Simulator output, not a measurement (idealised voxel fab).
Documented hereafter: the process module known as voxel air gaps.
The width of the displayed cross-section, cut, is 155 nm; its cells are square, with a size of 5 nm.
Bands, listed from the top down, are how a cross-section gets written in this document; the cross-section itself is a grid of square cells, and a band is one or more rows of them.
Look at the band entry: it leads with the top's height and the bottom's height in nm. Then it lists the materials left to right, with a width in nm for each. The word "all across" on a single material says that material fills the band edge to edge. The word "empty" is empty space.
Heights are reckoned from 0. Under this level, the received wafer is all of one material. The bottommost band is open-ended downward, for example "z 0 and below".
So if you see something like "30..40" for the width, read it as the top row of the band sitting at the first number and the bottom row at the second, with every row in between moving by the same amount as the last.
It should be understood that the words "no change", when stated for a given step, signify that the cross-section underwent no change in any of its cells during that step.
Closed-off voids of 8+ cells (no open route to the top) go in "Entrapped voids", written width x height at distance from the left edge, in nm.
Read whatever lies past the settings on a step's line as the simulator's own remark about the step.
The optional step-line setting "overlay nm" applies to steps with a mask and quantifies how far to the right of its planned location the mask lay, a negative value indicating leftward placement.

## Intended process steps
- 1: RECEIVE | material Si
- 2: CONFORMAL_DEP | material SiO2 | thk nm 15
- 3: CONFORMAL_DEP | material SiCN | thk nm 5
- 4: DIRECTIONAL_DEP | material lowk | thk nm 35
- 5: PATTERN | tone open | mask id LINES | material resist | width nm 15 | pitch nm 40 | thk nm 15 | overlay nm 0
- 6: DIRECTIONAL_ETCH | etch materials lowk | depth nm 35
- 7: STRIP | etch materials resist
- 8: CONFORMAL_DEP | material TiN | thk nm 5
- 9: FILL_DEP | material W | thk nm 5
- 10: CMP | height nm 55
- 11: EPI | material Ru | thk nm 10
- 12: SELECTIVE_ETCH | etch materials lowk | depth nm 45
- 13: CONFORMAL_DEP | material SiCN | thk nm 5

## The first of a set of two wafers, run to plan

## As-received state of the wafer in cross-section, equivalent to post-step 1
    z 0 and below: Si all across
    Entrapped voids: none

## Wafer xsec, post step 2
    z 15 to 0: SiO2 all across
    Under 0: no change, same as before.

## Wafer xsec, post step 3
    z 20 to 15: SiCN all across
    Under 15: no change, same as before.

## Wafer xsec, post step 4
    z 55 to 20: lowk all across
    Under 20: no change, same as before.

## Wafer xsec, post step 5
    z 70 to 55: 30 nm resist; 15 nm empty; 25 nm resist; 15 nm empty; 25 nm resist; 15 nm empty; 30 nm resist
    Under 55: no change, same as before.

## Wafer xsec, post step 6
    z 70 to 55: 30 nm resist; 15 nm empty; 25 nm resist; 15 nm empty; 25 nm resist; 15 nm empty; 30 nm resist
    z 55 to 20: 30 nm lowk; 15 nm empty; 25 nm lowk; 15 nm empty; 25 nm lowk; 15 nm empty; 30 nm lowk
    Under 20: no change, same as before.

## Wafer xsec, post step 7
    z 55 to 20: 30 nm lowk; 15 nm empty; 25 nm lowk; 15 nm empty; 25 nm lowk; 15 nm empty; 30 nm lowk
    Under 20: no change, same as before.

## Wafer xsec, post step 8
    z 60 to 55: 35 nm TiN; 5 nm empty; 35 nm TiN; 5 nm empty; 35 nm TiN; 5 nm empty; 35 nm TiN
    z 55 to 25: 30 nm lowk; 5 nm TiN; 5 nm empty; 5 nm TiN; 25 nm lowk; 5 nm TiN; 5 nm empty; 5 nm TiN; 25 nm lowk; 5 nm TiN; 5 nm empty; 5 nm TiN; 30 nm lowk
    z 25 to 20: 30 nm lowk; 15 nm TiN; 25 nm lowk; 15 nm TiN; 25 nm lowk; 15 nm TiN; 30 nm lowk
    Under 20: no change, same as before.

## Wafer xsec, post step 9
    z 65 to 60: W all across
    z 60 to 55: 35 nm TiN; 5 nm W; 35 nm TiN; 5 nm W; 35 nm TiN; 5 nm W; 35 nm TiN
    z 55 to 25: 30 nm lowk; 5 nm TiN; 5 nm W; 5 nm TiN; 25 nm lowk; 5 nm TiN; 5 nm W; 5 nm TiN; 25 nm lowk; 5 nm TiN; 5 nm W; 5 nm TiN; 30 nm lowk
    Under 25: no change, same as before.

## Wafer xsec, post step 10
    z 55 to 25: 30 nm lowk; 5 nm TiN; 5 nm W; 5 nm TiN; 25 nm lowk; 5 nm TiN; 5 nm W; 5 nm TiN; 25 nm lowk; 5 nm TiN; 5 nm W; 5 nm TiN; 30 nm lowk
    Under 25: no change, same as before.

## Wafer xsec, post step 11
    z 65 to 55: 20 nm empty; 35 nm Ru; 5 nm empty; 35 nm Ru; 5 nm empty; 35 nm Ru; 20 nm empty
    Under 55: no change, same as before.

## Wafer xsec, post step 12
    z 65 to 55: 20 nm empty; 35 nm Ru; 5 nm empty; 35 nm Ru; 5 nm empty; 35 nm Ru; 20 nm empty
    z 55 to 25: 30 nm empty; 5 nm TiN; 5 nm W; 5 nm TiN; 25 nm empty; 5 nm TiN; 5 nm W; 5 nm TiN; 25 nm empty; 5 nm TiN; 5 nm W; 5 nm TiN; 30 nm empty
    z 25 to 20: 30 nm empty; 15 nm TiN; 25 nm empty; 15 nm TiN; 25 nm empty; 15 nm TiN; 30 nm empty
    Under 20: no change, same as before.

## Wafer xsec, post step 13
    z 70 to 65: 15 nm empty; 125 nm SiCN; 15 nm empty
    z 65 to 55: 15 nm empty; 5 nm SiCN; 35 nm Ru; 5 nm SiCN; 35 nm Ru; 5 nm SiCN; 35 nm Ru; 5 nm SiCN; 15 nm empty
    z 55 to 50: 15 nm empty; 15 nm SiCN; 5 nm TiN; 5 nm W; 5 nm TiN; 25 nm SiCN; 5 nm TiN; 5 nm W; 5 nm TiN; 25 nm SiCN; 5 nm TiN; 5 nm W; 5 nm TiN; 15 nm SiCN; 15 nm empty
    z 50 to 25: 25 nm empty; 5 nm SiCN; 5 nm TiN; 5 nm W; 5 nm TiN; 5 nm SiCN; 15 nm empty; 5 nm SiCN; 5 nm TiN; 5 nm W; 5 nm TiN; 5 nm SiCN; 15 nm empty; 5 nm SiCN; 5 nm TiN; 5 nm W; 5 nm TiN; 5 nm SiCN; 25 nm empty
    z 25 to 20: 30 nm SiCN; 15 nm TiN; 25 nm SiCN; 15 nm TiN; 25 nm SiCN; 15 nm TiN; 30 nm SiCN
    Under 20: no change, same as before.
    Entrapped voids: 15 x 25 at 50; 15 x 25 at 90

## Notes, second wafer: start = first wafer's, plan = first wafer's, execution had one mistake; history identical to first through step 10

## Cross-sectional view of the second wafer at the intended end time of process step 11
    z 75 to 55: 10 nm empty; 135 nm Ru; 10 nm empty
    Under 55: no change, same as before.

## Cross-sectional view of the second wafer at the intended end time of process step 12
    z 75 to 55: 10 nm empty; 135 nm Ru; 10 nm empty
    z 55 to 25: 30 nm empty; 5 nm TiN; 5 nm W; 5 nm TiN; 25 nm lowk; 5 nm TiN; 5 nm W; 5 nm TiN; 25 nm lowk; 5 nm TiN; 5 nm W; 5 nm TiN; 30 nm empty
    z 25 to 20: 30 nm empty; 15 nm TiN; 25 nm lowk; 15 nm TiN; 25 nm lowk; 15 nm TiN; 30 nm empty
    Under 20: no change, same as before.

## Cross-sectional view of the second wafer at the intended end time of process step 13
    z 80 to 75: 5 nm empty; 145 nm SiCN; 5 nm empty
    z 75 to 55: 5 nm empty; 5 nm SiCN; 135 nm Ru; 5 nm SiCN; 5 nm empty
    z 55 to 50: 5 nm empty; 25 nm SiCN; 5 nm TiN; 5 nm W; 5 nm TiN; 25 nm lowk; 5 nm TiN; 5 nm W; 5 nm TiN; 25 nm lowk; 5 nm TiN; 5 nm W; 5 nm TiN; 25 nm SiCN; 5 nm empty
    z 50 to 25: 25 nm empty; 5 nm SiCN; 5 nm TiN; 5 nm W; 5 nm TiN; 25 nm lowk; 5 nm TiN; 5 nm W; 5 nm TiN; 25 nm lowk; 5 nm TiN; 5 nm W; 5 nm TiN; 5 nm SiCN; 25 nm empty
    z 25 to 20: 30 nm SiCN; 15 nm TiN; 25 nm lowk; 15 nm TiN; 25 nm lowk; 15 nm TiN; 30 nm SiCN
    Under 20: no change, same as before.
The plan and the run diverged here: step 11 of the plan saw execution twice
The second wafer ends with more or fewer cells of some materials than the first, per final count: 66 more of Ru, 32 fewer of SiCN, 70 more of lowk
So at the end we're looking at 2 closed voids on the first wafer and 0 on the second.
